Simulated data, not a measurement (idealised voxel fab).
The process module presented herein is designated voxel released beams.
In the cross-section labelled cut, the width is 230 nm and each square cell is 5 nm.
Think of the cross-section as a grid of square cells. We describe it in bands, top to bottom, and each band covers one or more rows of those cells.
In this notation a band is specified by the heights of its top and bottom, in that order and in nm, after which its materials appear from left to right, each paired with its width in nm. The word "everywhere" attached to a single material means that material fills the band from edge to edge; the word "empty" stands for empty space.
Counting heights begins at 0, where everything beneath is, in the wafer as received, one material. The lowest band has no bottom; it goes on downwards, as "0 nm and below" shows.
Graded width ("30 to 40"): value in top row of band = first number; value in bottom row = second number; row-to-row change constant.
"remained the same" (step): cross-section cells unchanged, all of them.
Closed-off voids of 8+ cells (no open route to the top) go in "Closed cavity list", written width x height at distance from the left edge, in nm.
Step line, after settings: the simulator's comment on this step.
A step's line can hold "overlay nm"; with a mask on that step, the setting says how far right of the planned place the mask lay, while a negative setting says it lay to the left.
Quick note on how to read the rest: it's all pairs. You get the cross-section before a process step and the one after, but the after one only goes down as far as the lowest band that changed. The step in between, with its settings, sits under the pair. Heads up, the pairs can come from different runs of this module on the same starting wafer, so don't assume a pair picks up from the one above unless its "Incoming profile" entry says it does.
INCOMING PROFILE
0 nm and below = Si everywhere
Closed cavity list: none
RESULTING STRUCTURE
5 nm to 0 nm = SiN everywhere
All layers under 0 are left as they were.
Closed cavity list: none
Step taken after the before cross-section and before the after cross-section above: CONFORMAL_DEP (material SiN; thk nm 5)
Incoming profile: The pre-step condition corresponds to the post-step cross-section depicted in the pair directly above.
RESULTING STRUCTURE
25 nm to 5 nm = SiO2 everywhere
All layers under 5 are left as they were.
Closed cavity list: none
Step taken after the before cross-section and before the after cross-section above: DIRECTIONAL_DEP (material SiO2; thk nm 20)
Incoming profile: The pre-step condition corresponds to the post-step cross-section depicted in the pair directly above.
RESULTING STRUCTURE
35 nm to 25 nm = aC everywhere
All layers under 25 are left as they were.
Closed cavity list: none
Step taken after the before cross-section and before the after cross-section above: DIRECTIONAL_DEP (material aC; thk nm 10)
Incoming profile: The pre-step condition corresponds to the post-step cross-section depicted in the pair directly above.
RESULTING STRUCTURE
65 nm to 35 nm = resist 60 nm, empty 25 nm, resist 145 nm
All layers under 35 are left as they were.
Closed cavity list: none
Step taken after the before cross-section and before the after cross-section above: PATTERN (tone open; mask id ANCHOR; material resist; width nm 25; thk nm 30; overlay nm 0)
Incoming profile: The pre-step condition corresponds to the post-step cross-section depicted in the pair directly above.
RESULTING STRUCTURE
55 nm to 35 nm = resist 60 nm, empty 25 nm, resist 145 nm
35 nm to 25 nm = aC 60 nm, empty 25 nm, aC 145 nm
All layers under 25 are left as they were.
Closed cavity list: none
Step taken after the before cross-section and before the after cross-section above: DIRECTIONAL_ETCH (etch materials aC; depth nm 10)
Incoming profile: The pre-step condition corresponds to the post-step cross-section depicted in the pair directly above.
RESULTING STRUCTURE
35 nm to 25 nm = aC 60 nm, empty 25 nm, aC 145 nm
All layers under 25 are left as they were.
Closed cavity list: none
Step taken after the before cross-section and before the after cross-section above: STRIP (etch materials resist)
Incoming profile: The pre-step condition corresponds to the post-step cross-section depicted in the pair directly above.
RESULTING STRUCTURE
35 nm to 25 nm = aC 60 nm, empty 25 nm, aC 145 nm
25 nm to 5 nm = SiO2 60 nm, empty 25 nm, SiO2 145 nm
All layers under 5 are left as they were.
Closed cavity list: none
Step taken after the before cross-section and before the after cross-section above: DIRECTIONAL_ETCH (etch materials SiO2; depth nm 20)
Incoming profile: The pre-step condition corresponds to the post-step cross-section depicted in the pair directly above.
RESULTING STRUCTURE
25 nm to 5 nm = SiO2 60 nm, empty 25 nm, SiO2 145 nm
All layers under 5 are left as they were.
Closed cavity list: none
Step taken after the before cross-section and before the after cross-section above: STRIP (etch materials aC)
Incoming profile: The pre-step condition corresponds to the post-step cross-section depicted in the pair directly above.
RESULTING STRUCTURE
35 nm to 25 nm = polySi 70 nm, empty 5 nm, polySi 155 nm
25 nm to 15 nm = SiO2 60 nm, polySi 10 nm, empty 5 nm, polySi 10 nm, SiO2 145 nm
15 nm to 5 nm = SiO2 60 nm, polySi 25 nm, SiO2 145 nm
All layers under 5 are left as they were.
Closed cavity list: none
Step taken after the before cross-section and before the after cross-section above: CONFORMAL_DEP (material polySi; thk nm 10)
Incoming profile: The pre-step condition corresponds to the post-step cross-section depicted in the pair directly above.
RESULTING STRUCTURE
50 nm to 35 nm = aC 70 nm, empty 5 nm, aC 155 nm
35 nm to 30 nm = polySi 70 nm, empty 5 nm, polySi 155 nm
30 nm to 25 nm = polySi 70 nm, aC 5 nm, polySi 155 nm
25 nm to 15 nm = SiO2 60 nm, polySi 10 nm, aC 5 nm, polySi 10 nm, SiO2 145 nm
All layers under 15 are left as they were.
Closed cavity list: none
Step taken after the before cross-section and before the after cross-section above: DIRECTIONAL_DEP (material aC; thk nm 15)
Incoming profile: The pre-step condition corresponds to the post-step cross-section depicted in the pair directly above.
RESULTING STRUCTURE
80 nm to 50 nm = empty 55 nm, resist 110 nm, empty 65 nm
50 nm to 35 nm = aC 70 nm, resist 5 nm, aC 155 nm
35 nm to 30 nm = polySi 70 nm, resist 5 nm, polySi 155 nm
All layers under 30 are left as they were.
Closed cavity list: none
Step taken after the before cross-section and before the after cross-section above: PATTERN (tone cover; mask id BEAM; material resist; width nm 110; thk nm 30; overlay nm 0)
Incoming profile: The pre-step condition corresponds to the post-step cross-section depicted in the pair directly above.
RESULTING STRUCTURE
65 nm to 50 nm = empty 55 nm, resist 110 nm, empty 65 nm
50 nm to 35 nm = empty 55 nm, aC 15 nm, resist 5 nm, aC 90 nm, empty 65 nm
All layers under 35 are left as they were.
Closed cavity list: none
Step taken after the before cross-section and before the after cross-section above: DIRECTIONAL_ETCH (etch materials aC; depth nm 15)
Incoming profile: The pre-step condition corresponds to the post-step cross-section depicted in the pair directly above.
RESULTING STRUCTURE
50 nm to 35 nm = empty 55 nm, aC 15 nm, empty 5 nm, aC 90 nm, empty 65 nm
35 nm to 30 nm = polySi 70 nm, empty 5 nm, polySi 155 nm
All layers under 30 are left as they were.
Closed cavity list: none
Step taken after the before cross-section and before the after cross-section above: STRIP (etch materials resist)
Incoming profile: The pre-step condition corresponds to the post-step cross-section depicted in the pair directly above.
RESULTING STRUCTURE
50 nm to 35 nm = empty 55 nm, aC 15 nm, empty 5 nm, aC 90 nm, empty 65 nm
35 nm to 30 nm = empty 55 nm, polySi 15 nm, empty 5 nm, polySi 90 nm, empty 65 nm
30 nm to 25 nm = empty 55 nm, polySi 15 nm, aC 5 nm, polySi 90 nm, empty 65 nm
All layers under 25 are left as they were.
Closed cavity list: none
Step taken after the before cross-section and before the after cross-section above: DIRECTIONAL_ETCH (etch materials polySi; depth nm 10)
Incoming profile: The pre-step condition corresponds to the post-step cross-section depicted in the pair directly above.
RESULTING STRUCTURE
35 nm to 25 nm = empty 55 nm, polySi 15 nm, empty 5 nm, polySi 90 nm, empty 65 nm
25 nm to 15 nm = SiO2 60 nm, polySi 10 nm, empty 5 nm, polySi 10 nm, SiO2 145 nm
All layers under 15 are left as they were.
Closed cavity list: none
Step taken after the before cross-section and before the after cross-section above: STRIP (etch materials aC)
Incoming profile: The pre-step condition corresponds to the post-step cross-section depicted in the pair directly above.
RESULTING STRUCTURE
35 nm to 25 nm = empty 55 nm, polySi 15 nm, empty 5 nm, polySi 90 nm, empty 65 nm
25 nm to 15 nm = empty 60 nm, polySi 10 nm, empty 5 nm, polySi 10 nm, empty 145 nm
15 nm to 5 nm = empty 60 nm, polySi 25 nm, empty 145 nm
All layers under 5 are left as they were.
Closed cavity list: none
Step taken after the before cross-section and before the after cross-section above: STRIP (etch materials SiO2)
INCOMING PROFILE
0 nm and below = Si everywhere
Closed cavity list: none
RESULTING STRUCTURE
20 nm to 0 nm = SiO2 everywhere
All layers under 0 are left as they were.
Closed cavity list: none
Step taken after the before cross-section and before the after cross-section above: DIRECTIONAL_DEP (material SiO2; thk nm 20)
Incoming profile: The pre-step condition corresponds to the post-step cross-section depicted in the pair directly above.
RESULTING STRUCTURE
30 nm to 20 nm = aC everywhere
All layers under 20 are left as they were.
Closed cavity list: none
Step taken after the before cross-section and before the after cross-section above: DIRECTIONAL_DEP (material aC; thk nm 10)
Incoming profile: The pre-step condition corresponds to the post-step cross-section depicted in the pair directly above.
RESULTING STRUCTURE
60 nm to 30 nm = resist 60 nm, empty 25 nm, resist 145 nm
All layers under 30 are left as they were.
Closed cavity list: none
Step taken after the before cross-section and before the after cross-section above: PATTERN (tone open; mask id ANCHOR; material resist; width nm 25; thk nm 30; overlay nm 0)
Incoming profile: The pre-step condition corresponds to the post-step cross-section depicted in the pair directly above.
RESULTING STRUCTURE
50 nm to 30 nm = resist 60 nm, empty 25 nm, resist 145 nm
30 nm to 20 nm = aC 60 nm, empty 25 nm, aC 145 nm
All layers under 20 are left as they were.
Closed cavity list: none
Step taken after the before cross-section and before the after cross-section above: DIRECTIONAL_ETCH (etch materials aC; depth nm 10)
Incoming profile: The pre-step condition corresponds to the post-step cross-section depicted in the pair directly above.
RESULTING STRUCTURE
30 nm to 20 nm = aC 60 nm, empty 25 nm, aC 145 nm
All layers under 20 are left as they were.
Closed cavity list: none
Step taken after the before cross-section and before the after cross-section above: STRIP (etch materials resist)
Incoming profile: The pre-step condition corresponds to the post-step cross-section depicted in the pair directly above.
RESULTING STRUCTURE
30 nm to 20 nm = aC 60 nm, empty 25 nm, aC 145 nm
20 nm to 0 nm = SiO2 60 nm, empty 25 nm, SiO2 145 nm
All layers under 0 are left as they were.
Closed cavity list: none
Step taken after the before cross-section and before the after cross-section above: DIRECTIONAL_ETCH (etch materials SiO2; depth nm 20)
Incoming profile: The pre-step condition corresponds to the post-step cross-section depicted in the pair directly above.
RESULTING STRUCTURE
20 nm to 0 nm = SiO2 60 nm, empty 25 nm, SiO2 145 nm
All layers under 0 are left as they were.
Closed cavity list: none
Step taken after the before cross-section and before the after cross-section above: STRIP (etch materials aC)
Incoming profile: The pre-step condition corresponds to the post-step cross-section depicted in the pair directly above.
RESULTING STRUCTURE
30 nm to 20 nm = polySi 70 nm, empty 5 nm, polySi 155 nm
20 nm to 10 nm = SiO2 60 nm, polySi 10 nm, empty 5 nm, polySi 10 nm, SiO2 145 nm
10 nm to 0 nm = SiO2 60 nm, polySi 25 nm, SiO2 145 nm
All layers under 0 are left as they were.
Closed cavity list: none
Step taken after the before cross-section and before the after cross-section above: CONFORMAL_DEP (material polySi; thk nm 10)
Incoming profile: The pre-step condition corresponds to the post-step cross-section depicted in the pair directly above.
RESULTING STRUCTURE
45 nm to 30 nm = aC 70 nm, empty 5 nm, aC 155 nm
30 nm to 25 nm = polySi 70 nm, empty 5 nm, polySi 155 nm
25 nm to 20 nm = polySi 70 nm, aC 5 nm, polySi 155 nm
20 nm to 10 nm = SiO2 60 nm, polySi 10 nm, aC 5 nm, polySi 10 nm, SiO2 145 nm
All layers under 10 are left as they were.
Closed cavity list: none
Step taken after the before cross-section and before the after cross-section above: DIRECTIONAL_DEP (material aC; thk nm 15)
Incoming profile: The pre-step condition corresponds to the post-step cross-section depicted in the pair directly above.
RESULTING STRUCTURE
75 nm to 45 nm = empty 55 nm, resist 110 nm, empty 65 nm
45 nm to 30 nm = aC 70 nm, resist 5 nm, aC 155 nm
30 nm to 25 nm = polySi 70 nm, resist 5 nm, polySi 155 nm
All layers under 25 are left as they were.
Closed cavity list: none
Step taken after the before cross-section and before the after cross-section above: PATTERN (tone cover; mask id BEAM; material resist; width nm 110; thk nm 30; overlay nm 0)
Incoming profile: The pre-step condition corresponds to the post-step cross-section depicted in the pair directly above.
RESULTING STRUCTURE
60 nm to 45 nm = empty 55 nm, resist 110 nm, empty 65 nm
45 nm to 30 nm = empty 55 nm, aC 15 nm, resist 5 nm, aC 90 nm, empty 65 nm
All layers under 30 are left as they were.
Closed cavity list: none
Step taken after the before cross-section and before the after cross-section above: DIRECTIONAL_ETCH (etch materials aC; depth nm 15)
Incoming profile: The pre-step condition corresponds to the post-step cross-section depicted in the pair directly above.
RESULTING STRUCTURE
45 nm to 30 nm = empty 55 nm, aC 15 nm, empty 5 nm, aC 90 nm, empty 65 nm
30 nm to 25 nm = polySi 70 nm, empty 5 nm, polySi 155 nm
All layers under 25 are left as they were.
Closed cavity list: none
Step taken after the before cross-section and before the after cross-section above: STRIP (etch materials resist)
Incoming profile: The pre-step condition corresponds to the post-step cross-section depicted in the pair directly above.
RESULTING STRUCTURE
45 nm to 30 nm = empty 55 nm, aC 15 nm, empty 5 nm, aC 90 nm, empty 65 nm
30 nm to 25 nm = empty 55 nm, polySi 15 nm, empty 5 nm, polySi 90 nm, empty 65 nm
25 nm to 20 nm = empty 55 nm, polySi 15 nm, aC 5 nm, polySi 90 nm, empty 65 nm
All layers under 20 are left as they were.
Closed cavity list: none
Step taken after the before cross-section and before the after cross-section above: DIRECTIONAL_ETCH (etch materials polySi; depth nm 10)
Incoming profile: The pre-step condition corresponds to the post-step cross-section depicted in the pair directly above.
RESULTING STRUCTURE
30 nm to 20 nm = empty 55 nm, polySi 15 nm, empty 5 nm, polySi 90 nm, empty 65 nm
20 nm to 10 nm = SiO2 60 nm, polySi 10 nm, empty 5 nm, polySi 10 nm, SiO2 145 nm
All layers under 10 are left as they were.
Closed cavity list: none
Step taken after the before cross-section and before the after cross-section above: STRIP (etch materials aC)
Incoming profile: The pre-step condition corresponds to the post-step cross-section depicted in the pair directly above.
RESULTING STRUCTURE
30 nm to 20 nm = empty 55 nm, polySi 15 nm, empty 5 nm, polySi 90 nm, empty 65 nm
20 nm to 10 nm = empty 60 nm, polySi 10 nm, empty 5 nm, polySi 10 nm, empty 145 nm
10 nm to 0 nm = empty 60 nm, polySi 25 nm, empty 145 nm
All layers under 0 are left as they were.
Closed cavity list: none
Step taken after the before cross-section and before the after cross-section above: STRIP (etch materials SiO2)
INCOMING PROFILE
20 nm to 0 nm = SiO2 everywhere
0 nm and below = Si everywhere
Closed cavity list: none
RESULTING STRUCTURE
25 nm to 20 nm = SiN everywhere
All layers under 20 are left as they were.
Closed cavity list: none
Step taken after the before cross-section and before the after cross-section above: CONFORMAL_DEP (material SiN; thk nm 5)
Incoming profile: The pre-step condition corresponds to the post-step cross-section depicted in the pair directly above.
RESULTING STRUCTURE
35 nm to 25 nm = aC everywhere
All layers under 25 are left as they were.
Closed cavity list: none
Step taken after the before cross-section and before the after cross-section above: DIRECTIONAL_DEP (material aC; thk nm 10)
Incoming profile: The pre-step condition corresponds to the post-step cross-section depicted in the pair directly above.
RESULTING STRUCTURE
65 nm to 35 nm = resist 60 nm, empty 25 nm, resist 145 nm
All layers under 35 are left as they were.
Closed cavity list: none
Step taken after the before cross-section and before the after cross-section above: PATTERN (tone open; mask id ANCHOR; material resist; width nm 25; thk nm 30; overlay nm 0)
Incoming profile: The pre-step condition corresponds to the post-step cross-section depicted in the pair directly above.
RESULTING STRUCTURE
55 nm to 35 nm = resist 60 nm, empty 25 nm, resist 145 nm
35 nm to 25 nm = aC 60 nm, empty 25 nm, aC 145 nm
All layers under 25 are left as they were.
Closed cavity list: none
Step taken after the before cross-section and before the after cross-section above: DIRECTIONAL_ETCH (etch materials aC; depth nm 10)
Incoming profile: The pre-step condition corresponds to the post-step cross-section depicted in the pair directly above.
RESULTING STRUCTURE
35 nm to 25 nm = aC 60 nm, empty 25 nm, aC 145 nm
All layers under 25 are left as they were.
Closed cavity list: none
Step taken after the before cross-section and before the after cross-section above: STRIP (etch materials resist)
Incoming profile: The pre-step condition corresponds to the post-step cross-section depicted in the pair directly above.
RESULTING STRUCTURE
25 nm to 20 nm = SiN everywhere
All layers under 20 are left as they were.
Closed cavity list: none
Step taken after the before cross-section and before the after cross-section above: STRIP (etch materials aC)
Incoming profile: The pre-step condition corresponds to the post-step cross-section depicted in the pair directly above.
RESULTING STRUCTURE
35 nm to 25 nm = polySi everywhere
All layers under 25 are left as they were.
Closed cavity list: none
Step taken after the before cross-section and before the after cross-section above: CONFORMAL_DEP (material polySi; thk nm 10)
Incoming profile: The pre-step condition corresponds to the post-step cross-section depicted in the pair directly above.
RESULTING STRUCTURE
50 nm to 35 nm = aC everywhere
All layers under 35 are left as they were.
Closed cavity list: none
Step taken after the before cross-section and before the after cross-section above: DIRECTIONAL_DEP (material aC; thk nm 15)
Incoming profile: The pre-step condition corresponds to the post-step cross-section depicted in the pair directly above.
RESULTING STRUCTURE
80 nm to 50 nm = empty 55 nm, resist 110 nm, empty 65 nm
All layers under 50 are left as they were.
Closed cavity list: none
Step taken after the before cross-section and before the after cross-section above: PATTERN (tone cover; mask id BEAM; material resist; width nm 110; thk nm 30; overlay nm 0)
Incoming profile: The pre-step condition corresponds to the post-step cross-section depicted in the pair directly above.
RESULTING STRUCTURE
65 nm to 50 nm = empty 55 nm, resist 110 nm, empty 65 nm
50 nm to 35 nm = empty 55 nm, aC 110 nm, empty 65 nm
All layers under 35 are left as they were.
Closed cavity list: none
Step taken after the before cross-section and before the after cross-section above: DIRECTIONAL_ETCH (etch materials aC; depth nm 15)
Incoming profile: The pre-step condition corresponds to the post-step cross-section depicted in the pair directly above.
RESULTING STRUCTURE
50 nm to 35 nm = empty 55 nm, aC 110 nm, empty 65 nm
All layers under 35 are left as they were.
Closed cavity list: none
Step taken after the before cross-section and before the after cross-section above: STRIP (etch materials resist)
Incoming profile: The pre-step condition corresponds to the post-step cross-section depicted in the pair directly above.
RESULTING STRUCTURE
50 nm to 35 nm = empty 55 nm, aC 110 nm, empty 65 nm
35 nm to 25 nm = empty 55 nm, polySi 110 nm, empty 65 nm
All layers under 25 are left as they were.
Closed cavity list: none
Step taken after the before cross-section and before the after cross-section above: DIRECTIONAL_ETCH (etch materials polySi; depth nm 10)
Incoming profile: The pre-step condition corresponds to the post-step cross-section depicted in the pair directly above.
RESULTING STRUCTURE
35 nm to 25 nm = empty 55 nm, polySi 110 nm, empty 65 nm
All layers under 25 are left as they were.
Closed cavity list: none
Step taken after the before cross-section and before the after cross-section above: STRIP (etch materials aC)
INCOMING PROFILE
5 nm to 0 nm = SiN everywhere
0 nm and below = Si everywhere
Closed cavity list: none
RESULTING STRUCTURE
15 nm to 5 nm = SiO2 everywhere
All layers under 5 are left as they were.
Closed cavity list: none
Step taken after the before cross-section and before the after cross-section above: DIRECTIONAL_DEP (material SiO2; thk nm 10)
Incoming profile: The pre-step condition corresponds to the post-step cross-section depicted in the pair directly above.
RESULTING STRUCTURE
25 nm to 15 nm = aC everywhere
All layers under 15 are left as they were.
Closed cavity list: none
Step taken after the before cross-section and before the after cross-section above: DIRECTIONAL_DEP (material aC; thk nm 10)
Incoming profile: The pre-step condition corresponds to the post-step cross-section depicted in the pair directly above.
RESULTING STRUCTURE
55 nm to 25 nm = resist 60 nm, empty 25 nm, resist 145 nm
All layers under 25 are left as they were.
Closed cavity list: none
Step taken after the before cross-section and before the after cross-section above: PATTERN (tone open; mask id ANCHOR; material resist; width nm 25; thk nm 30; overlay nm 0)
Incoming profile: The pre-step condition corresponds to the post-step cross-section depicted in the pair directly above.
RESULTING STRUCTURE
45 nm to 25 nm = resist 60 nm, empty 25 nm, resist 145 nm
25 nm to 15 nm = aC 60 nm, empty 25 nm, aC 145 nm
All layers under 15 are left as they were.
Closed cavity list: none
Step taken after the before cross-section and before the after cross-section above: DIRECTIONAL_ETCH (etch materials aC; depth nm 10)
Incoming profile: The pre-step condition corresponds to the post-step cross-section depicted in the pair directly above.
RESULTING STRUCTURE
25 nm to 15 nm = aC 60 nm, empty 25 nm, aC 145 nm
All layers under 15 are left as they were.
Closed cavity list: none
Step taken after the before cross-section and before the after cross-section above: STRIP (etch materials resist)
Incoming profile: The pre-step condition corresponds to the post-step cross-section depicted in the pair directly above.
RESULTING STRUCTURE
25 nm to 15 nm = aC 60 nm, empty 25 nm, aC 145 nm
15 nm to 5 nm = SiO2 60 nm, empty 25 nm, SiO2 145 nm
All layers under 5 are left as they were.
Closed cavity list: none
Step taken after the before cross-section and before the after cross-section above: DIRECTIONAL_ETCH (etch materials SiO2; depth nm 20)
Incoming profile: The pre-step condition corresponds to the post-step cross-section depicted in the pair directly above.
RESULTING STRUCTURE
15 nm to 5 nm = SiO2 60 nm, empty 25 nm, SiO2 145 nm
All layers under 5 are left as they were.
Closed cavity list: none
Step taken after the before cross-section and before the after cross-section above: STRIP (etch materials aC)
Incoming profile: The pre-step condition corresponds to the post-step cross-section depicted in the pair directly above.
RESULTING STRUCTURE
25 nm to 15 nm = polySi 70 nm, empty 5 nm, polySi 155 nm
15 nm to 5 nm = SiO2 60 nm, polySi 25 nm, SiO2 145 nm
All layers under 5 are left as they were.
Closed cavity list: none
Step taken after the before cross-section and before the after cross-section above: CONFORMAL_DEP (material polySi; thk nm 10)
Incoming profile: The pre-step condition corresponds to the post-step cross-section depicted in the pair directly above.
RESULTING STRUCTURE
40 nm to 30 nm = aC 70 nm, empty 5 nm, aC 155 nm
30 nm to 25 nm = aC everywhere
25 nm to 15 nm = polySi 70 nm, aC 5 nm, polySi 155 nm
All layers under 15 are left as they were.
Closed cavity list: none
Step taken after the before cross-section and before the after cross-section above: DIRECTIONAL_DEP (material aC; thk nm 15)
Incoming profile: The pre-step condition corresponds to the post-step cross-section depicted in the pair directly above.
RESULTING STRUCTURE
70 nm to 40 nm = empty 55 nm, resist 110 nm, empty 65 nm
40 nm to 30 nm = aC 70 nm, resist 5 nm, aC 155 nm
All layers under 30 are left as they were.
Closed cavity list: none
Step taken after the before cross-section and before the after cross-section above: PATTERN (tone cover; mask id BEAM; material resist; width nm 110; thk nm 30; overlay nm 0)
Incoming profile: The pre-step condition corresponds to the post-step cross-section depicted in the pair directly above.
RESULTING STRUCTURE
55 nm to 40 nm = empty 55 nm, resist 110 nm, empty 65 nm
40 nm to 30 nm = empty 55 nm, aC 15 nm, resist 5 nm, aC 90 nm, empty 65 nm
30 nm to 25 nm = empty 55 nm, aC 110 nm, empty 65 nm
All layers under 25 are left as they were.
Closed cavity list: none
Step taken after the before cross-section and before the after cross-section above: DIRECTIONAL_ETCH (etch materials aC; depth nm 15)
Incoming profile: The pre-step condition corresponds to the post-step cross-section depicted in the pair directly above.
RESULTING STRUCTURE
40 nm to 30 nm = empty 55 nm, aC 15 nm, empty 5 nm, aC 90 nm, empty 65 nm
All layers under 30 are left as they were.
Closed cavity list: none
Step taken after the before cross-section and before the after cross-section above: STRIP (etch materials resist)
Incoming profile: The pre-step condition corresponds to the post-step cross-section depicted in the pair directly above.
RESULTING STRUCTURE
40 nm to 30 nm = empty 55 nm, aC 15 nm, empty 5 nm, aC 90 nm, empty 65 nm
30 nm to 25 nm = empty 55 nm, aC 110 nm, empty 65 nm
25 nm to 15 nm = empty 55 nm, polySi 15 nm, aC 5 nm, polySi 90 nm, empty 65 nm
All layers under 15 are left as they were.
Closed cavity list: none
Step taken after the before cross-section and before the after cross-section above: DIRECTIONAL_ETCH (etch materials polySi; depth nm 10)
Incoming profile: The pre-step condition corresponds to the post-step cross-section depicted in the pair directly above.
RESULTING STRUCTURE
25 nm to 15 nm = empty 55 nm, polySi 15 nm, empty 5 nm, polySi 90 nm, empty 65 nm
All layers under 15 are left as they were.
Closed cavity list: none
Step taken after the before cross-section and before the after cross-section above: STRIP (etch materials aC)
Incoming profile: The pre-step condition corresponds to the post-step cross-section depicted in the pair directly above.
RESULTING STRUCTURE
25 nm to 15 nm = empty 55 nm, polySi 15 nm, empty 5 nm, polySi 90 nm, empty 65 nm
15 nm to 5 nm = empty 60 nm, polySi 25 nm, empty 145 nm
All layers under 5 are left as they were.
Closed cavity list: none
Step taken after the before cross-section and before the after cross-section above: STRIP (etch materials SiO2)
INCOMING PROFILE
35 nm to 25 nm = aC everywhere
25 nm to 5 nm = SiO2 everywhere
5 nm to 0 nm = SiN everywhere
0 nm and below = Si everywhere
Closed cavity list: none
RESULTING STRUCTURE
65 nm to 35 nm = resist 60 nm, empty 30 nm, resist 140 nm
All layers under 35 are left as they were.
Closed cavity list: none
Step taken after the before cross-section and before the after cross-section above: PATTERN (tone open; mask id ANCHOR; material resist; width nm 30; thk nm 30; overlay nm 0)
Incoming profile: The pre-step condition corresponds to the post-step cross-section depicted in the pair directly above.
RESULTING STRUCTURE
55 nm to 35 nm = resist 60 nm, empty 30 nm, resist 140 nm
35 nm to 25 nm = aC 60 nm, empty 30 nm, aC 140 nm
All layers under 25 are left as they were.
Closed cavity list: none
Step taken after the before cross-section and before the after cross-section above: DIRECTIONAL_ETCH (etch materials aC; depth nm 10)
Incoming profile: The pre-step condition corresponds to the post-step cross-section depicted in the pair directly above.
RESULTING STRUCTURE
35 nm to 25 nm = aC 60 nm, empty 30 nm, aC 140 nm
All layers under 25 are left as they were.
Closed cavity list: none
Step taken after the before cross-section and before the after cross-section above: STRIP (etch materials resist)
Incoming profile: The pre-step condition corresponds to the post-step cross-section depicted in the pair directly above.
RESULTING STRUCTURE
35 nm to 25 nm = aC 60 nm, empty 30 nm, aC 140 nm
25 nm to 5 nm = SiO2 60 nm, empty 30 nm, SiO2 140 nm
All layers under 5 are left as they were.
Closed cavity list: none
Step taken after the before cross-section and before the after cross-section above: DIRECTIONAL_ETCH (etch materials SiO2; depth nm 20)
Incoming profile: The pre-step condition corresponds to the post-step cross-section depicted in the pair directly above.
RESULTING STRUCTURE
25 nm to 5 nm = SiO2 60 nm, empty 30 nm, SiO2 140 nm
All layers under 5 are left as they were.
Closed cavity list: none
Step taken after the before cross-section and before the after cross-section above: STRIP (etch materials aC)
Incoming profile: The pre-step condition corresponds to the post-step cross-section depicted in the pair directly above.
RESULTING STRUCTURE
35 nm to 25 nm = polySi 70 nm, empty 10 nm, polySi 150 nm
25 nm to 15 nm = SiO2 60 nm, polySi 10 nm, empty 10 nm, polySi 10 nm, SiO2 140 nm
15 nm to 5 nm = SiO2 60 nm, polySi 30 nm, SiO2 140 nm
All layers under 5 are left as they were.
Closed cavity list: none
Step taken after the before cross-section and before the after cross-section above: CONFORMAL_DEP (material polySi; thk nm 10)
Incoming profile: The pre-step condition corresponds to the post-step cross-section depicted in the pair directly above.
RESULTING STRUCTURE
50 nm to 35 nm = aC 70 nm, empty 10 nm, aC 150 nm
35 nm to 30 nm = polySi 70 nm, empty 10 nm, polySi 150 nm
30 nm to 25 nm = polySi 70 nm, aC 10 nm, polySi 150 nm
25 nm to 15 nm = SiO2 60 nm, polySi 10 nm, aC 10 nm, polySi 10 nm, SiO2 140 nm
All layers under 15 are left as they were.
Closed cavity list: none
Step taken after the before cross-section and before the after cross-section above: DIRECTIONAL_DEP (material aC; thk nm 15)
Incoming profile: The pre-step condition corresponds to the post-step cross-section depicted in the pair directly above.
RESULTING STRUCTURE
80 nm to 50 nm = empty 55 nm, resist 110 nm, empty 65 nm
50 nm to 35 nm = aC 70 nm, resist 10 nm, aC 150 nm
35 nm to 30 nm = polySi 70 nm, resist 10 nm, polySi 150 nm
All layers under 30 are left as they were.
Closed cavity list: none
Step taken after the before cross-section and before the after cross-section above: PATTERN (tone cover; mask id BEAM; material resist; width nm 110; thk nm 30; overlay nm 0)
Incoming profile: The pre-step condition corresponds to the post-step cross-section depicted in the pair directly above.
RESULTING STRUCTURE
65 nm to 50 nm = empty 55 nm, resist 110 nm, empty 65 nm
50 nm to 35 nm = empty 55 nm, aC 15 nm, resist 10 nm, aC 85 nm, empty 65 nm
All layers under 35 are left as they were.
Closed cavity list: none
Step taken after the before cross-section and before the after cross-section above: DIRECTIONAL_ETCH (etch materials aC; depth nm 15)
Incoming profile: The pre-step condition corresponds to the post-step cross-section depicted in the pair directly above.
RESULTING STRUCTURE
50 nm to 35 nm = empty 55 nm, aC 15 nm, empty 10 nm, aC 85 nm, empty 65 nm
35 nm to 30 nm = polySi 70 nm, empty 10 nm, polySi 150 nm
All layers under 30 are left as they were.
Closed cavity list: none
Step taken after the before cross-section and before the after cross-section above: STRIP (etch materials resist)
Incoming profile: The pre-step condition corresponds to the post-step cross-section depicted in the pair directly above.
RESULTING STRUCTURE
50 nm to 35 nm = empty 55 nm, aC 15 nm, empty 10 nm, aC 85 nm, empty 65 nm
35 nm to 30 nm = empty 55 nm, polySi 15 nm, empty 10 nm, polySi 85 nm, empty 65 nm
30 nm to 25 nm = empty 55 nm, polySi 15 nm, aC 10 nm, polySi 85 nm, empty 65 nm
All layers under 25 are left as they were.
Closed cavity list: none
Step taken after the before cross-section and before the after cross-section above: DIRECTIONAL_ETCH (etch materials polySi; depth nm 10)
Incoming profile: The pre-step condition corresponds to the post-step cross-section depicted in the pair directly above.
RESULTING STRUCTURE
35 nm to 25 nm = empty 55 nm, polySi 15 nm, empty 10 nm, polySi 85 nm, empty 65 nm
25 nm to 15 nm = SiO2 60 nm, polySi 10 nm, empty 10 nm, polySi 10 nm, SiO2 140 nm
All layers under 15 are left as they were.
Closed cavity list: none
Step taken after the before cross-section and before the after cross-section above: STRIP (etch materials aC)
Incoming profile: The pre-step condition corresponds to the post-step cross-section depicted in the pair directly above.
RESULTING STRUCTURE
35 nm to 25 nm = empty 55 nm, polySi 15 nm, empty 10 nm, polySi 85 nm, empty 65 nm
25 nm to 15 nm = empty 60 nm, polySi 10 nm, empty 10 nm, polySi 10 nm, empty 140 nm
15 nm to 5 nm = empty 60 nm, polySi 30 nm, empty 140 nm
All layers under 5 are left as they were.
Closed cavity list: none
Step taken after the before cross-section and before the after cross-section above: STRIP (etch materials SiO2)
INCOMING PROFILE
35 nm to 25 nm = aC everywhere
25 nm to 5 nm = SiO2 everywhere
5 nm to 0 nm = SiN everywhere
0 nm and below = Si everywhere
Closed cavity list: none
RESULTING STRUCTURE
65 nm to 35 nm = resist 70 nm, empty 25 nm, resist 135 nm
All layers under 35 are left as they were.
Closed cavity list: none
Step taken after the before cross-section and before the after cross-section above: PATTERN (tone open; mask id ANCHOR; material resist; width nm 25; thk nm 30; overlay nm 10)
Incoming profile: The pre-step condition corresponds to the post-step cross-section depicted in the pair directly above.
RESULTING STRUCTURE
55 nm to 35 nm = resist 70 nm, empty 25 nm, resist 135 nm
35 nm to 25 nm = aC 70 nm, empty 25 nm, aC 135 nm
All layers under 25 are left as they were.
Closed cavity list: none
Step taken after the before cross-section and before the after cross-section above: DIRECTIONAL_ETCH (etch materials aC; depth nm 10)
